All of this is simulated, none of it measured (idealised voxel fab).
process module | voxel plated lines
cross-section cut | 235 nm wide | cells 5 nm
A cross-section is a grid of square cells, given in bands from the top down. A band is one or more rows of cells.
Each band's line starts with the height of the band's top and of its bottom, in nm. Then come its materials from left to right, each with its width in nm. One material with "throughout" fills the band from edge to edge. "air" is empty space.
Height 0 is the level under which the wafer as received is all one material. The lowest band goes on downwards, as in "0 down".
A width such as "30 to 40" changes by the same amount from each row of cells to the next, from the band's top row to its bottom row.
"no change" after a step means that no cell of the cross-section changed.
closed voids: empty space of 8 cells or more with no open way to the top, each as width x height at its distance from the left edge, in nm
after a step's settings: what the simulator itself notes on the step
overlay nm, on a step with a mask: how far to the right of its planned place the mask lay; to the left if negative
plan
1 op RECEIVE | material Si
2 op CONFORMAL_DEP | material Al2O3 | thk nm 5
3 op DIRECTIONAL_DEP | material TiN | thk nm 5
4 op PATTERN | tone open | mask id LINES | material resist | width nm 25 | pitch nm 55 | thk nm 30 | overlay nm 0
5 op EPI | material Ru | thk nm 5
6 op EPI | material Ru | thk nm 5
7 op STRIP | etch materials resist
8 op DIRECTIONAL_ETCH | etch materials TiN | depth nm 5
9 op CONFORMAL_DEP | material SiN | thk nm 10
as received, after step 1
  0 down: Si throughout
  closed voids: none
first wafer at the end, as planned
  30 to 20: air 10 | SiN 45 | air 10 | SiN 45 | air 10 | SiN 45 | air 10 | SiN 45 | air 15
  20 to 15: air 10 | SiN 10 | Ru 25 | SiN 10 | air 10 | SiN 10 | Ru 25 | SiN 10 | air 10 | SiN 10 | Ru 25 | SiN 10 | air 10 | SiN 10 | Ru 25 | SiN 10 | air 15
  15 to 10: SiN 20 | Ru 25 | SiN 30 | Ru 25 | SiN 30 | Ru 25 | SiN 30 | Ru 25 | SiN 25
  10 to 5: SiN 20 | TiN 25 | SiN 30 | TiN 25 | SiN 30 | TiN 25 | SiN 30 | TiN 25 | SiN 25
  5 to 0: Al2O3 throughout
  0 down: Si throughout
  closed voids: none
second wafer at the end: like start, like plan, one mistake
  20 to 10: SiN throughout
  10 to 5: Al2O3 throughout
  5 to 0: TiN throughout
  0 down: Si throughout
  closed voids: none
what went wrong: steps 2 and 3 were swapped
at the end the second wafer has, in cells: 40 fewer of Ru | 48 fewer of SiN | 27 more of TiN
